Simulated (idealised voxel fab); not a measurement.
Documented hereafter: the process module known as voxel air gaps.
Cross-section cut spans 165 nm and uses square cells 5 nm in size.
Each cross-section below is a grid of square cells, stated as bands in top-down order, with one or more rows of cells making up each band. Within each band entry, the heights of the top and of the bottom of the band appear first, in that order and in nm; the materials of the band then follow from left to right, each with its corresponding width in nm. The designation "full width" on a single material indicates that it fills the band from edge to edge; the designation "air" indicates empty space. Heights are measured from 0, the level below which the as-received wafer is all one material; the lowest band has no bottom and continues downward, written as in "top 0, no bottom". When a width is written as two numbers, as in "30 to 40", the first number is the width in the top row of cells of the band and the second is the width in its bottom row, and the width changes by the same amount from each row to the next. What does "all unchanged" mean for a step? It means no cell of the cross-section changed in that step. "Unvented internal voids" enumerates empty spaces isolated from the top, with no open way to it, that contain at least 8 cells, giving each as width x height at distance from the left edge, all three in nm. Read whatever lies past the settings on a step's line as the simulator's own remark about the step. A step's line can hold "overlay nm"; with a mask on that step, the setting says how far right of the planned place the mask lay, while a negative setting says it lay to the left.
THE STEPS PLANNED FOR THE PROCESS ARE AS FOLLOWS
1. op RECEIVE | material Si
2. op CONFORMAL_DEP | material SiO2 | thk nm 10
3. op CONFORMAL_DEP | material SiN | thk nm 5
4. op DIRECTIONAL_DEP | material lowk | thk nm 35
5. op PATTERN | tone open | mask id LINES | material resist | width nm 15 | pitch nm 40 | thk nm 15 | overlay nm 0
6. op DIRECTIONAL_ETCH | etch materials lowk | depth nm 35
7. op STRIP | etch materials resist
8. op CONFORMAL_DEP | material TiN | thk nm 5
9. op FILL_DEP | material W | thk nm 5
10. op CMP | height nm 50
11. op EPI | material Ru | thk nm 10
12. op SELECTIVE_ETCH | etch materials lowk | depth nm 45
13. op CONFORMAL_DEP | material SiCN | thk nm 5
AS RECEIVED, AFTER STEP 1
> top 0, no bottom = Si full width
> Unvented internal voids: none
END STATE OF THE MODULE IN CROSS-SECTION, GIVEN THE ABOVE STARTING POINT AND PLAN AND ONE MISTAKE IN EXECUTION
> top 65, bottom 60 = SiCN full width
> top 60, bottom 50 = Ru full width
> top 50, bottom 20 = W 30 nm | TiN 5 nm | lowk 15 nm | TiN 5 nm | W 15 nm | TiN 5 nm | lowk 15 nm | TiN 5 nm | W 15 nm | TiN 5 nm | lowk 15 nm | TiN 5 nm | W 30 nm
> top 20, bottom 15 = TiN 35 nm | lowk 15 nm | TiN 25 nm | lowk 15 nm | TiN 25 nm | lowk 15 nm | TiN 35 nm
> top 15, bottom 10 = SiN full width
> top 10, bottom 0 = SiO2 full width
> top 0, no bottom = Si full width
> Unvented internal voids: none
Diagnosis: off-plan run, step 5, actual operation and settings op PATTERN | tone cover | mask id LINES | material resist | width nm 15 | pitch nm 40 | thk nm 15 | overlay nm 0
